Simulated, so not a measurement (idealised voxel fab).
The name of this process module is voxel gate over fins.
The width of the displayed cross-section, cut, is 300 nm; its cells are square, with a size of 5 nm.
A cross-section is a grid of square cells, given in bands from the top down. A band is one or more rows of cells. What a band's entry tells you: where the top is and where the bottom is, as heights in nm, and after that what lies inside, material by material from left to right, each with its width in nm. Empty space is written as the word "air", and a single material marked with the word "everywhere" occupies the band from edge to edge. Heights are reckoned from 0. Under this level, the received wafer is all of one material. The bottommost band is open-ended downward, for example "top 0, no bottom". The expression "30..40" gives the width at the extremes of the band, the first number at its top row of cells and the second at its bottom row, with the width changing by equal amounts from each row to the next in between. Basically "same as before" means that step didn't change any cell in the cross-section. "Trapped cavities" - sealed voids, min. 8 cells, no opening to top; format: width x height at distance (distance from left edge; nm throughout). Whatever follows a step's settings on its line is a remark the simulator itself makes about that step. overlay nm: mask right of planned place by this much (step with mask). Neg. = left. For the reader: what remains of this document is a series of pairs, each showing a cross-section before one process step and a cross-section after that step which reaches down only to the lowest band that changed, with the step between them and its settings set out under the pair. It should not be assumed that a pair continues from the pair above it; the pairs can come from different runs of this module on the same starting wafer, and such continuity exists only where the entry headed "Prior to processing" says so.
**Prior to processing**
top 0, no bottom: Si everywhere
Trapped cavities: none
**Resulting Cross-Section**
top 10, bottom 0: SiN everywhere
Note: structure below 0 unchanged.
Trapped cavities: none
What process step lies between the two cross-sections above? CONFORMAL_DEP,material SiN,thk nm 10
Prior to processing: see preceding pair, after cross-section.
**Resulting Cross-Section**
top 25, bottom 10: air 120, resist 15, air 25, resist 15, air 125
Note: structure below 10 unchanged.
Trapped cavities: none
What process step lies between the two cross-sections above? PATTERN,tone cover,mask id FINS,material resist,width nm 15,pitch nm 40,thk nm 15,overlay nm 0
Prior to processing: see preceding pair, after cross-section.
**Resulting Cross-Section**
top 25, bottom 10: air 120, resist 15, air 25, resist 15, air 125
top 10, bottom 0: air 120, SiN 15, air 25, SiN 15, air 125
Note: structure below 0 unchanged.
Trapped cavities: none
What process step lies between the two cross-sections above? DIRECTIONAL_ETCH,etch materials SiN,depth nm 10
Prior to processing: see preceding pair, after cross-section.
**Resulting Cross-Section**
top 25, bottom 10: air 120, resist 15, air 25, resist 15, air 125
top 10, bottom 0: air 120, SiN 15, air 25, SiN 15, air 125
top 0, bottom -30: air 120, Si 15, air 25, Si 15, air 125
Note: structure below -30 unchanged.
Trapped cavities: none
What process step lies between the two cross-sections above? DIRECTIONAL_ETCH,etch materials Si,depth nm 30
Prior to processing: see preceding pair, after cross-section.
**Resulting Cross-Section**
top 10, bottom 0: air 120, SiN 15, air 25, SiN 15, air 125
Note: structure below 0 unchanged.
Trapped cavities: none
What process step lies between the two cross-sections above? STRIP,etch materials resist
Prior to processing: see preceding pair, after cross-section.
**Resulting Cross-Section**
top 10, bottom 0: air 120, SiN 15, air 25, SiN 15, air 125
top 0, bottom -30: air 120, SiO2 5, Si 5, SiO2 5, air 25, SiO2 5, Si 5, SiO2 5, air 125
top -30, bottom -35: SiO2 125, Si 5, SiO2 35, Si 5, SiO2 130
Note: structure below -35 unchanged.
Trapped cavities: none
What process step lies between the two cross-sections above? OXIDIZE,depth nm 5
Prior to processing: see preceding pair, after cross-section.
**Resulting Cross-Section**
top 25, bottom 10: SiO2 everywhere
top 10, bottom 0: SiO2 120, SiN 15, SiO2 25, SiN 15, SiO2 125
top 0, bottom -35: SiO2 125, Si 5, SiO2 35, Si 5, SiO2 130
Note: structure below -35 unchanged.
Trapped cavities: none
What process step lies between the two cross-sections above? FILL_DEP,material SiO2,thk nm 15
Prior to processing: see preceding pair, after cross-section.
**Resulting Cross-Section**
top 10, bottom 0: SiO2 120, SiN 15, SiO2 25, SiN 15, SiO2 125
Note: structure below 0 unchanged.
Trapped cavities: none
What process step lies between the two cross-sections above? CMP,height nm 10
Prior to processing: see preceding pair, after cross-section.
**Resulting Cross-Section**
top 10, bottom 0: air 120, SiN 15, air 25, SiN 15, air 125
top 0, bottom -10: air 125, Si 5, air 35, Si 5, air 130
Note: structure below -10 unchanged.
Trapped cavities: none
What process step lies between the two cross-sections above? SELECTIVE_ETCH,etch materials SiO2,depth nm 20
Prior to processing: see preceding pair, after cross-section.
**Resulting Cross-Section**
top 0, bottom -10: air 125, Si 5, air 35, Si 5, air 130
Note: structure below -10 unchanged.
Trapped cavities: none
What process step lies between the two cross-sections above? STRIP,etch materials SiN
Prior to processing: see preceding pair, after cross-section.
**Resulting Cross-Section**
top 5, bottom 0: air 120, HfO2 15, air 25, HfO2 15, air 125
top 0, bottom -5: air 120, HfO2 5, Si 5, HfO2 5, air 25, HfO2 5, Si 5, HfO2 5, air 125
top -5, bottom -10: HfO2 125, Si 5, HfO2 35, Si 5, HfO2 130
Note: structure below -10 unchanged.
Trapped cavities: none
What process step lies between the two cross-sections above? CONFORMAL_DEP,material HfO2,thk nm 5
Prior to processing: see preceding pair, after cross-section.
**Resulting Cross-Section**
top 10, bottom 5: air 115, TiN 25, air 15, TiN 25, air 120
top 5, bottom 0: air 115, TiN 5, HfO2 15, TiN 5, air 15, TiN 5, HfO2 15, TiN 5, air 120
top 0, bottom -5: TiN 120, HfO2 5, Si 5, HfO2 5, TiN 25, HfO2 5, Si 5, HfO2 5, TiN 125
Note: structure below -5 unchanged.
Trapped cavities: none
What process step lies between the two cross-sections above? CONFORMAL_DEP,material TiN,thk nm 5
Prior to processing: see preceding pair, after cross-section.
**Resulting Cross-Section**
top 15, bottom 10: air 110, TiAl 35, air 5, TiAl 35, air 115
top 10, bottom 5: air 110, TiAl 5, TiN 25, TiAl 5, air 5, TiAl 5, TiN 25, TiAl 5, air 115
top 5, bottom 0: TiAl 115, TiN 5, HfO2 15, TiN 5, TiAl 15, TiN 5, HfO2 15, TiN 5, TiAl 120
Note: structure below 0 unchanged.
Trapped cavities: none
What process step lies between the two cross-sections above? CONFORMAL_DEP,material TiAl,thk nm 5
Prior to processing: see preceding pair, after cross-section.
**Resulting Cross-Section**
top 20, bottom 15: air 105, TiN 85, air 110
top 15, bottom 10: air 105, TiN 5, TiAl 35, TiN 5, TiAl 35, TiN 5, air 110
top 10, bottom 5: TiN 110, TiAl 5, TiN 25, TiAl 5, TiN 5, TiAl 5, TiN 25, TiAl 5, TiN 115
Note: structure below 5 unchanged.
Trapped cavities: none
What process step lies between the two cross-sections above? CONFORMAL_DEP,material TiN,thk nm 5
Prior to processing: see preceding pair, after cross-section.
**Resulting Cross-Section**
top 30, bottom 20: W everywhere
top 20, bottom 15: W 105, TiN 85, W 110
top 15, bottom 10: W 105, TiN 5, TiAl 35, TiN 5, TiAl 35, TiN 5, W 110
Note: structure below 10 unchanged.
Trapped cavities: none
What process step lies between the two cross-sections above? FILL_DEP,material W,thk nm 10
Prior to processing: see preceding pair, after cross-section.
**Resulting Cross-Section**
top 25, bottom 20: W everywhere
Note: structure below 20 unchanged.
Trapped cavities: none
What process step lies between the two cross-sections above? CMP,height nm 25
Prior to processing: see preceding pair, after cross-section.
**Resulting Cross-Section**
top 35, bottom 25: SiN everywhere
Note: structure below 25 unchanged.
Trapped cavities: none
What process step lies between the two cross-sections above? CONFORMAL_DEP,material SiN,thk nm 10
**Prior to processing**
top 25, bottom 10: SiO2 everywhere
top 10, bottom 0: SiO2 120, SiN 15, SiO2 25, SiN 15, SiO2 125
top 0, bottom -35: SiO2 125, Si 5, SiO2 35, Si 5, SiO2 130
top -35, no bottom: Si everywhere
Trapped cavities: none
**Resulting Cross-Section**
top 10, bottom 5: air 120, SiN 15, air 25, SiN 15, air 125
Note: structure below 5 unchanged.
Trapped cavities: none
What process step lies between the two cross-sections above? SELECTIVE_ETCH,etch materials SiO2,depth nm 20
Prior to processing: see preceding pair, after cross-section.
**Resulting Cross-Section**
top 5, bottom 0: SiO2 120, air 15, SiO2 25, air 15, SiO2 125
Note: structure below 0 unchanged.
Trapped cavities: none
What process step lies between the two cross-sections above? STRIP,etch materials SiN
Prior to processing: see preceding pair, after cross-section.
**Resulting Cross-Section**
top 10, bottom 5: HfO2 125, air 5, HfO2 35, air 5, HfO2 130
top 5, bottom 0: SiO2 120, HfO2 15, SiO2 25, HfO2 15, SiO2 125
Note: structure below 0 unchanged.
Trapped cavities: none
What process step lies between the two cross-sections above? CONFORMAL_DEP,material HfO2,thk nm 5
Prior to processing: see preceding pair, after cross-section.
**Resulting Cross-Section**
top 15, bottom 10: TiN everywhere
top 10, bottom 5: HfO2 125, TiN 5, HfO2 35, TiN 5, HfO2 130
Note: structure below 5 unchanged.
Trapped cavities: none
What process step lies between the two cross-sections above? CONFORMAL_DEP,material TiN,thk nm 5
Prior to processing: see preceding pair, after cross-section.
**Resulting Cross-Section**
top 20, bottom 15: TiAl everywhere
Note: structure below 15 unchanged.
Trapped cavities: none
What process step lies between the two cross-sections above? CONFORMAL_DEP,material TiAl,thk nm 5
Prior to processing: see preceding pair, after cross-section.
**Resulting Cross-Section**
top 25, bottom 20: TiN everywhere
Note: structure below 20 unchanged.
Trapped cavities: none
What process step lies between the two cross-sections above? CONFORMAL_DEP,material TiN,thk nm 5
Prior to processing: see preceding pair, after cross-section.
**Resulting Cross-Section**
top 35, bottom 25: W everywhere
Note: structure below 25 unchanged.
Trapped cavities: none
What process step lies between the two cross-sections above? FILL_DEP,material W,thk nm 10
Prior to processing: see preceding pair, after cross-section.
**Resulting Cross-Section**
top 25, bottom 20: TiN everywhere
Note: structure below 20 unchanged.
Trapped cavities: none
What process step lies between the two cross-sections above? CMP,height nm 25
Prior to processing: see preceding pair, after cross-section.
**Resulting Cross-Section**
top 35, bottom 25: SiN everywhere
Note: structure below 25 unchanged.
Trapped cavities: none
What process step lies between the two cross-sections above? CONFORMAL_DEP,material SiN,thk nm 10
**Prior to processing**
top 10, bottom 0: air 120, SiN 15, air 25, SiN 15, air 125
top 0, bottom -10: air 125, Si 5, air 35, Si 5, air 130
top -10, bottom -35: SiO2 125, Si 5, SiO2 35, Si 5, SiO2 130
top -35, no bottom: Si everywhere
Trapped cavities: none
**Resulting Cross-Section**
top 10, bottom 0: air 120, SiN 15, air 25, SiN 15, air 125
top 0, bottom -30: air 125, Si 5, air 35, Si 5, air 130
Note: structure below -30 unchanged.
Trapped cavities: none
What process step lies between the two cross-sections above? SELECTIVE_ETCH,etch materials SiO2,depth nm 20
Prior to processing: see preceding pair, after cross-section.
**Resulting Cross-Section**
top 0, bottom -30: air 125, Si 5, air 35, Si 5, air 130
Note: structure below -30 unchanged.
Trapped cavities: none
What process step lies between the two cross-sections above? STRIP,etch materials SiN
Prior to processing: see preceding pair, after cross-section.
**Resulting Cross-Section**
top 5, bottom 0: air 120, HfO2 15, air 25, HfO2 15, air 125
top 0, bottom -25: air 120, HfO2 5, Si 5, HfO2 5, air 25, HfO2 5, Si 5, HfO2 5, air 125
top -25, bottom -30: HfO2 125, Si 5, HfO2 35, Si 5, HfO2 130
Note: structure below -30 unchanged.
Trapped cavities: none
What process step lies between the two cross-sections above? CONFORMAL_DEP,material HfO2,thk nm 5
Prior to processing: see preceding pair, after cross-section.
**Resulting Cross-Section**
top 10, bottom 5: air 115, TiN 25, air 15, TiN 25, air 120
top 5, bottom 0: air 115, TiN 5, HfO2 15, TiN 5, air 15, TiN 5, HfO2 15, TiN 5, air 120
top 0, bottom -20: air 115, TiN 5, HfO2 5, Si 5, HfO2 5, TiN 5, air 15, TiN 5, HfO2 5, Si 5, HfO2 5, TiN 5, air 120
top -20, bottom -25: TiN 120, HfO2 5, Si 5, HfO2 5, TiN 25, HfO2 5, Si 5, HfO2 5, TiN 125
Note: structure below -25 unchanged.
Trapped cavities: none
What process step lies between the two cross-sections above? CONFORMAL_DEP,material TiN,thk nm 5
Prior to processing: see preceding pair, after cross-section.
**Resulting Cross-Section**
top 15, bottom 10: air 110, TiAl 35, air 5, TiAl 35, air 115
top 10, bottom 5: air 110, TiAl 5, TiN 25, TiAl 5, air 5, TiAl 5, TiN 25, TiAl 5, air 115
top 5, bottom 0: air 110, TiAl 5, TiN 5, HfO2 15, TiN 5, TiAl 5, air 5, TiAl 5, TiN 5, HfO2 15, TiN 5, TiAl 5, air 115
top 0, bottom -15: air 110, TiAl 5, TiN 5, HfO2 5, Si 5, HfO2 5, TiN 5, TiAl 5, air 5, TiAl 5, TiN 5, HfO2 5, Si 5, HfO2 5, TiN 5, TiAl 5, air 115
top -15, bottom -20: TiAl 115, TiN 5, HfO2 5, Si 5, HfO2 5, TiN 5, TiAl 15, TiN 5, HfO2 5, Si 5, HfO2 5, TiN 5, TiAl 120
Note: structure below -20 unchanged.
Trapped cavities: none
What process step lies between the two cross-sections above? CONFORMAL_DEP,material TiAl,thk nm 5
Prior to processing: see preceding pair, after cross-section.
**Resulting Cross-Section**
top 20, bottom 15: air 105, TiN 85, air 110
top 15, bottom 10: air 105, TiN 5, TiAl 35, TiN 5, TiAl 35, TiN 5, air 110
top 10, bottom 5: air 105, TiN 5, TiAl 5, TiN 25, TiAl 5, TiN 5, TiAl 5, TiN 25, TiAl 5, TiN 5, air 110
top 5, bottom 0: air 105, TiN 5, TiAl 5, TiN 5, HfO2 15, TiN 5, TiAl 5, TiN 5, TiAl 5, TiN 5, HfO2 15, TiN 5, TiAl 5, TiN 5, air 110
top 0, bottom -10: air 105, TiN 5, TiAl 5, TiN 5, HfO2 5, Si 5, HfO2 5, TiN 5, TiAl 5, TiN 5, TiAl 5, TiN 5, HfO2 5, Si 5, HfO2 5, TiN 5, TiAl 5, TiN 5, air 110
top -10, bottom -15: TiN 110, TiAl 5, TiN 5, HfO2 5, Si 5, HfO2 5, TiN 5, TiAl 5, TiN 5, TiAl 5, TiN 5, HfO2 5, Si 5, HfO2 5, TiN 5, TiAl 5, TiN 115
Note: structure below -15 unchanged.
Trapped cavities: none
What process step lies between the two cross-sections above? CONFORMAL_DEP,material TiN,thk nm 5
Prior to processing: see preceding pair, after cross-section.
**Resulting Cross-Section**
top 30, bottom 20: W everywhere
top 20, bottom 15: W 105, TiN 85, W 110
top 15, bottom 10: W 105, TiN 5, TiAl 35, TiN 5, TiAl 35, TiN 5, W 110
top 10, bottom 5: W 105, TiN 5, TiAl 5, TiN 25, TiAl 5, TiN 5, TiAl 5, TiN 25, TiAl 5, TiN 5, W 110
top 5, bottom 0: W 105, TiN 5, TiAl 5, TiN 5, HfO2 15, TiN 5, TiAl 5, TiN 5, TiAl 5, TiN 5, HfO2 15, TiN 5, TiAl 5, TiN 5, W 110
top 0, bottom -10: W 105, TiN 5, TiAl 5, TiN 5, HfO2 5, Si 5, HfO2 5, TiN 5, TiAl 5, TiN 5, TiAl 5, TiN 5, HfO2 5, Si 5, HfO2 5, TiN 5, TiAl 5, TiN 5, W 110
Note: structure below -10 unchanged.
Trapped cavities: none
What process step lies between the two cross-sections above? FILL_DEP,material W,thk nm 10
Prior to processing: see preceding pair, after cross-section.
**Resulting Cross-Section**
top 25, bottom 20: W everywhere
Note: structure below 20 unchanged.
Trapped cavities: none
What process step lies between the two cross-sections above? CMP,height nm 25
Prior to processing: see preceding pair, after cross-section.
**Resulting Cross-Section**
top 35, bottom 25: SiN everywhere
Note: structure below 25 unchanged.
Trapped cavities: none
What process step lies between the two cross-sections above? CONFORMAL_DEP,material SiN,thk nm 10
**Prior to processing**
top 10, bottom 0: SiO2 120, SiN 15, SiO2 25, SiN 15, SiO2 125
top 0, bottom -35: SiO2 125, Si 5, SiO2 35, Si 5, SiO2 130
top -35, no bottom: Si everywhere
Trapped cavities: none
**Resulting Cross-Section**
top 10, bottom 0: SiO2 120, air 15, SiO2 25, air 15, SiO2 125
Note: structure below 0 unchanged.
Trapped cavities: none
What process step lies between the two cross-sections above? STRIP,etch materials SiN
Prior to processing: see preceding pair, after cross-section.
**Resulting Cross-Section**
top 0, bottom -10: air 125, Si 5, air 35, Si 5, air 130
top -10, bottom -20: SiO2 100, air 25, Si 5, air 35, Si 5, air 25, SiO2 105
Note: structure below -20 unchanged.
Trapped cavities: none
What process step lies between the two cross-sections above? SELECTIVE_ETCH,etch materials SiO2,depth nm 20
Prior to processing: see preceding pair, after cross-section.
**Resulting Cross-Section**
top 5, bottom 0: air 120, HfO2 15, air 25, HfO2 15, air 125
top 0, bottom -5: air 120, HfO2 5, Si 5, HfO2 5, air 25, HfO2 5, Si 5, HfO2 5, air 125
top -5, bottom -10: HfO2 105, air 15, HfO2 5, Si 5, HfO2 5, air 25, HfO2 5, Si 5, HfO2 5, air 15, HfO2 110
top -10, bottom -15: SiO2 100, HfO2 5, air 15, HfO2 5, Si 5, HfO2 5, air 25, HfO2 5, Si 5, HfO2 5, air 15, HfO2 5, SiO2 105
top -15, bottom -20: SiO2 100, HfO2 25, Si 5, HfO2 35, Si 5, HfO2 25, SiO2 105
Note: structure below -20 unchanged.
Trapped cavities: none
What process step lies between the two cross-sections above? CONFORMAL_DEP,material HfO2,thk nm 5
Prior to processing: see preceding pair, after cross-section.
**Resulting Cross-Section**
top 10, bottom 5: air 115, TiN 25, air 15, TiN 25, air 120
top 5, bottom 0: air 115, TiN 5, HfO2 15, TiN 5, air 15, TiN 5, HfO2 15, TiN 5, air 120
top 0, bottom -5: TiN 110, air 5, TiN 5, HfO2 5, Si 5, HfO2 5, TiN 5, air 15, TiN 5, HfO2 5, Si 5, HfO2 5, TiN 5, air 5, TiN 115
top -5, bottom -10: HfO2 105, TiN 5, air 5, TiN 5, HfO2 5, Si 5, HfO2 5, TiN 5, air 15, TiN 5, HfO2 5, Si 5, HfO2 5, TiN 5, air 5, TiN 5, HfO2 110
top -10, bottom -15: SiO2 100, HfO2 5, TiN 15, HfO2 5, Si 5, HfO2 5, TiN 25, HfO2 5, Si 5, HfO2 5, TiN 15, HfO2 5, SiO2 105
Note: structure below -15 unchanged.
Trapped cavities: none
What process step lies between the two cross-sections above? CONFORMAL_DEP,material TiN,thk nm 5
Prior to processing: see preceding pair, after cross-section.
**Resulting Cross-Section**
top 15, bottom 10: air 110, TiAl 35, air 5, TiAl 35, air 115
top 10, bottom 5: air 110, TiAl 5, TiN 25, TiAl 5, air 5, TiAl 5, TiN 25, TiAl 5, air 115
top 5, bottom 0: TiAl 115, TiN 5, HfO2 15, TiN 5, TiAl 5, air 5, TiAl 5, TiN 5, HfO2 15, TiN 5, TiAl 120
top 0, bottom -5: TiN 110, TiAl 5, TiN 5, HfO2 5, Si 5, HfO2 5, TiN 5, TiAl 5, air 5, TiAl 5, TiN 5, HfO2 5, Si 5, HfO2 5, TiN 5, TiAl 5, TiN 115
top -5, bottom -10: HfO2 105, TiN 5, TiAl 5, TiN 5, HfO2 5, Si 5, HfO2 5, TiN 5, TiAl 15, TiN 5, HfO2 5, Si 5, HfO2 5, TiN 5, TiAl 5, TiN 5, HfO2 110
Note: structure below -10 unchanged.
Trapped cavities: none
What process step lies between the two cross-sections above? CONFORMAL_DEP,material TiAl,thk nm 5
Prior to processing: see preceding pair, after cross-section.
**Resulting Cross-Section**
top 20, bottom 15: air 105, TiN 85, air 110
top 15, bottom 10: air 105, TiN 5, TiAl 35, TiN 5, TiAl 35, TiN 5, air 110
top 10, bottom 5: TiN 110, TiAl 5, TiN 25, TiAl 5, TiN 5, TiAl 5, TiN 25, TiAl 5, TiN 115
top 5, bottom 0: TiAl 115, TiN 5, HfO2 15, TiN 5, TiAl 5, TiN 5, TiAl 5, TiN 5, HfO2 15, TiN 5, TiAl 120
top 0, bottom -5: TiN 110, TiAl 5, TiN 5, HfO2 5, Si 5, HfO2 5, TiN 5, TiAl 5, TiN 5, TiAl 5, TiN 5, HfO2 5, Si 5, HfO2 5, TiN 5, TiAl 5, TiN 115
Note: structure below -5 unchanged.
Trapped cavities: none
What process step lies between the two cross-sections above? CONFORMAL_DEP,material TiN,thk nm 5
Prior to processing: see preceding pair, after cross-section.
**Resulting Cross-Section**
top 30, bottom 20: W everywhere
top 20, bottom 15: W 105, TiN 85, W 110
top 15, bottom 10: W 105, TiN 5, TiAl 35, TiN 5, TiAl 35, TiN 5, W 110
Note: structure below 10 unchanged.
Trapped cavities: none
What process step lies between the two cross-sections above? FILL_DEP,material W,thk nm 10
Prior to processing: see preceding pair, after cross-section.
**Resulting Cross-Section**
top 25, bottom 20: W everywhere
Note: structure below 20 unchanged.
Trapped cavities: none
What process step lies between the two cross-sections above? CMP,height nm 25
Prior to processing: see preceding pair, after cross-section.
**Resulting Cross-Section**
top 35, bottom 25: SiN everywhere
Note: structure below 25 unchanged.
Trapped cavities: none
What process step lies between the two cross-sections above? CONFORMAL_DEP,material SiN,thk nm 10
**Prior to processing**
top 25, bottom 20: W everywhere
top 20, bottom 15: W 105, TiN 85, W 110
top 15, bottom 10: W 105, TiN 5, TiAl 35, TiN 5, TiAl 35, TiN 5, W 110
top 10, bottom 5: TiN 110, TiAl 5, TiN 25, TiAl 5, TiN 5, TiAl 5, TiN 25, TiAl 5, TiN 115
top 5, bottom 0: TiAl 115, TiN 5, HfO2 15, TiN 5, TiAl 15, TiN 5, HfO2 15, TiN 5, TiAl 120
top 0, bottom -5: TiN 120, HfO2 5, Si 5, HfO2 5, TiN 25, HfO2 5, Si 5, HfO2 5, TiN 125
top -5, bottom -10: HfO2 125, Si 5, HfO2 35, Si 5, HfO2 130
top -10, bottom -35: SiO2 125, Si 5, SiO2 35, Si 5, SiO2 130
top -35, no bottom: Si everywhere
Trapped cavities: none
**Resulting Cross-Section**
top 40, bottom 25: SiN everywhere
Note: structure below 25 unchanged.
Trapped cavities: none
What process step lies between the two cross-sections above? CONFORMAL_DEP,material SiN,thk nm 15
**Prior to processing**
top 10, bottom 0: SiN everywhere
top 0, no bottom: Si everywhere
Trapped cavities: none
**Resulting Cross-Section**
top 25, bottom 10: air 120, resist 20, air 20, resist 20, air 120
Note: structure below 10 unchanged.
Trapped cavities: none
What process step lies between the two cross-sections above? PATTERN,tone cover,mask id FINS,material resist,width nm 20,pitch nm 40,thk nm 15,overlay nm 0
Prior to processing: see preceding pair, after cross-section.
**Resulting Cross-Section**
top 25, bottom 10: air 120, resist 20, air 20, resist 20, air 120
top 10, bottom 0: air 120, SiN 20, air 20, SiN 20, air 120
Note: structure below 0 unchanged.
Trapped cavities: none
What process step lies between the two cross-sections above? DIRECTIONAL_ETCH,etch materials SiN,depth nm 10
Prior to processing: see preceding pair, after cross-section.
**Resulting Cross-Section**
top 25, bottom 10: air 120, resist 20, air 20, resist 20, air 120
top 10, bottom 0: air 120, SiN 20, air 20, SiN 20, air 120
top 0, bottom -30: air 120, Si 20, air 20, Si 20, air 120
Note: structure below -30 unchanged.
Trapped cavities: none
What process step lies between the two cross-sections above? DIRECTIONAL_ETCH,etch materials Si,depth nm 30
Prior to processing: see preceding pair, after cross-section.
**Resulting Cross-Section**
top 10, bottom 0: air 120, SiN 20, air 20, SiN 20, air 120
Note: structure below 0 unchanged.
Trapped cavities: none
What process step lies between the two cross-sections above? STRIP,etch materials resist
Prior to processing: see preceding pair, after cross-section.
**Resulting Cross-Section**
top 10, bottom 0: air 120, SiN 20, air 20, SiN 20, air 120
top 0, bottom -30: air 120, SiO2 5, Si 10, SiO2 5, air 20, SiO2 5, Si 10, SiO2 5, air 120
top -30, bottom -35: SiO2 125, Si 10, SiO2 30, Si 10, SiO2 125
Note: structure below -35 unchanged.
Trapped cavities: none
What process step lies between the two cross-sections above? OXIDIZE,depth nm 5
Prior to processing: see preceding pair, after cross-section.
**Resulting Cross-Section**
top 25, bottom 10: SiO2 everywhere
top 10, bottom 0: SiO2 120, SiN 20, SiO2 20, SiN 20, SiO2 120
top 0, bottom -35: SiO2 125, Si 10, SiO2 30, Si 10, SiO2 125
Note: structure below -35 unchanged.
Trapped cavities: none
What process step lies between the two cross-sections above? FILL_DEP,material SiO2,thk nm 15
Prior to processing: see preceding pair, after cross-section.
**Resulting Cross-Section**
top 10, bottom 0: SiO2 120, SiN 20, SiO2 20, SiN 20, SiO2 120
Note: structure below 0 unchanged.
Trapped cavities: none
What process step lies between the two cross-sections above? CMP,height nm 10
Prior to processing: see preceding pair, after cross-section.
**Resulting Cross-Section**
top 10, bottom 0: air 120, SiN 20, air 20, SiN 20, air 120
top 0, bottom -10: air 125, Si 10, air 30, Si 10, air 125
Note: structure below -10 unchanged.
Trapped cavities: none
What process step lies between the two cross-sections above? SELECTIVE_ETCH,etch materials SiO2,depth nm 20
Prior to processing: see preceding pair, after cross-section.
**Resulting Cross-Section**
top 0, bottom -10: air 125, Si 10, air 30, Si 10, air 125
Note: structure below -10 unchanged.
Trapped cavities: none
What process step lies between the two cross-sections above? STRIP,etch materials SiN
Prior to processing: see preceding pair, after cross-section.
**Resulting Cross-Section**
top 5, bottom 0: air 120, HfO2 20, air 20, HfO2 20, air 120
top 0, bottom -5: air 120, HfO2 5, Si 10, HfO2 5, air 20, HfO2 5, Si 10, HfO2 5, air 120
top -5, bottom -10: HfO2 125, Si 10, HfO2 30, Si 10, HfO2 125
Note: structure below -10 unchanged.
Trapped cavities: none
What process step lies between the two cross-sections above? CONFORMAL_DEP,material HfO2,thk nm 5
Prior to processing: see preceding pair, after cross-section.
**Resulting Cross-Section**
top 10, bottom 5: air 115, TiN 30, air 10, TiN 30, air 115
top 5, bottom 0: air 115, TiN 5, HfO2 20, TiN 5, air 10, TiN 5, HfO2 20, TiN 5, air 115
top 0, bottom -5: TiN 120, HfO2 5, Si 10, HfO2 5, TiN 20, HfO2 5, Si 10, HfO2 5, TiN 120
Note: structure below -5 unchanged.
Trapped cavities: none
What process step lies between the two cross-sections above? CONFORMAL_DEP,material TiN,thk nm 5
Prior to processing: see preceding pair, after cross-section.
**Resulting Cross-Section**
top 15, bottom 10: air 110, TiAl 80, air 110
top 10, bottom 5: air 110, TiAl 5, TiN 30, TiAl 10, TiN 30, TiAl 5, air 110
top 5, bottom 0: TiAl 115, TiN 5, HfO2 20, TiN 5, TiAl 10, TiN 5, HfO2 20, TiN 5, TiAl 115
Note: structure below 0 unchanged.
Trapped cavities: none
What process step lies between the two cross-sections above? CONFORMAL_DEP,material TiAl,thk nm 5
Prior to processing: see preceding pair, after cross-section.
**Resulting Cross-Section**
top 20, bottom 15: air 105, TiN 90, air 105
top 15, bottom 10: air 105, TiN 5, TiAl 80, TiN 5, air 105
top 10, bottom 5: TiN 110, TiAl 5, TiN 30, TiAl 10, TiN 30, TiAl 5, TiN 110
Note: structure below 5 unchanged.
Trapped cavities: none
What process step lies between the two cross-sections above? CONFORMAL_DEP,material TiN,thk nm 5
Prior to processing: see preceding pair, after cross-section.
**Resulting Cross-Section**
top 30, bottom 20: W everywhere
top 20, bottom 15: W 105, TiN 90, W 105
top 15, bottom 10: W 105, TiN 5, TiAl 80, TiN 5, W 105
Note: structure below 10 unchanged.
Trapped cavities: none
What process step lies between the two cross-sections above? FILL_DEP,material W,thk nm 10
Prior to processing: see preceding pair, after cross-section.
**Resulting Cross-Section**
top 25, bottom 20: W everywhere
Note: structure below 20 unchanged.
Trapped cavities: none
What process step lies between the two cross-sections above? CMP,height nm 25
Prior to processing: see preceding pair, after cross-section.
**Resulting Cross-Section**
top 35, bottom 25: SiN everywhere
Note: structure below 25 unchanged.
Trapped cavities: none
What process step lies between the two cross-sections above? CONFORMAL_DEP,material SiN,thk nm 10
**Prior to processing**
top 10, bottom 0: SiN everywhere
top 0, no bottom: Si everywhere
Trapped cavities: none
**Resulting Cross-Section**
top 25, bottom 10: air 130, resist 15, air 25, resist 15, air 115
Note: structure below 10 unchanged.
Trapped cavities: none
What process step lies between the two cross-sections above? PATTERN,tone cover,mask id FINS,material resist,width nm 15,pitch nm 40,thk nm 15,overlay nm 10
Prior to processing: see preceding pair, after cross-section.
**Resulting Cross-Section**
top 25, bottom 10: air 130, resist 15, air 25, resist 15, air 115
top 10, bottom 0: air 130, SiN 15, air 25, SiN 15, air 115
Note: structure below 0 unchanged.
Trapped cavities: none
What process step lies between the two cross-sections above? DIRECTIONAL_ETCH,etch materials SiN,depth nm 10
Prior to processing: see preceding pair, after cross-section.
**Resulting Cross-Section**
top 25, bottom 10: air 130, resist 15, air 25, resist 15, air 115
top 10, bottom 0: air 130, SiN 15, air 25, SiN 15, air 115
top 0, bottom -30: air 130, Si 15, air 25, Si 15, air 115
Note: structure below -30 unchanged.
Trapped cavities: none
What process step lies between the two cross-sections above? DIRECTIONAL_ETCH,etch materials Si,depth nm 30
Prior to processing: see preceding pair, after cross-section.
**Resulting Cross-Section**
top 10, bottom 0: air 130, SiN 15, air 25, SiN 15, air 115
Note: structure below 0 unchanged.
Trapped cavities: none
What process step lies between the two cross-sections above? STRIP,etch materials resist
Prior to processing: see preceding pair, after cross-section.
**Resulting Cross-Section**
top 10, bottom 0: air 130, SiN 15, air 25, SiN 15, air 115
top 0, bottom -30: air 130, SiO2 5, Si 5, SiO2 5, air 25, SiO2 5, Si 5, SiO2 5, air 115
top -30, bottom -35: SiO2 135, Si 5, SiO2 35, Si 5, SiO2 120
Note: structure below -35 unchanged.
Trapped cavities: none
What process step lies between the two cross-sections above? OXIDIZE,depth nm 5
Prior to processing: see preceding pair, after cross-section.
**Resulting Cross-Section**
top 25, bottom 10: SiO2 everywhere
top 10, bottom 0: SiO2 130, SiN 15, SiO2 25, SiN 15, SiO2 115
top 0, bottom -35: SiO2 135, Si 5, SiO2 35, Si 5, SiO2 120
Note: structure below -35 unchanged.
Trapped cavities: none
What process step lies between the two cross-sections above? FILL_DEP,material SiO2,thk nm 15
Prior to processing: see preceding pair, after cross-section.
**Resulting Cross-Section**
top 10, bottom 0: SiO2 130, SiN 15, SiO2 25, SiN 15, SiO2 115
Note: structure below 0 unchanged.
Trapped cavities: none
What process step lies between the two cross-sections above? CMP,height nm 10
Prior to processing: see preceding pair, after cross-section.
**Resulting Cross-Section**
top 10, bottom 0: air 130, SiN 15, air 25, SiN 15, air 115
top 0, bottom -10: air 135, Si 5, air 35, Si 5, air 120
Note: structure below -10 unchanged.
Trapped cavities: none
What process step lies between the two cross-sections above? SELECTIVE_ETCH,etch materials SiO2,depth nm 20
Prior to processing: see preceding pair, after cross-section.
**Resulting Cross-Section**
top 0, bottom -10: air 135, Si 5, air 35, Si 5, air 120
Note: structure below -10 unchanged.
Trapped cavities: none
What process step lies between the two cross-sections above? STRIP,etch materials SiN
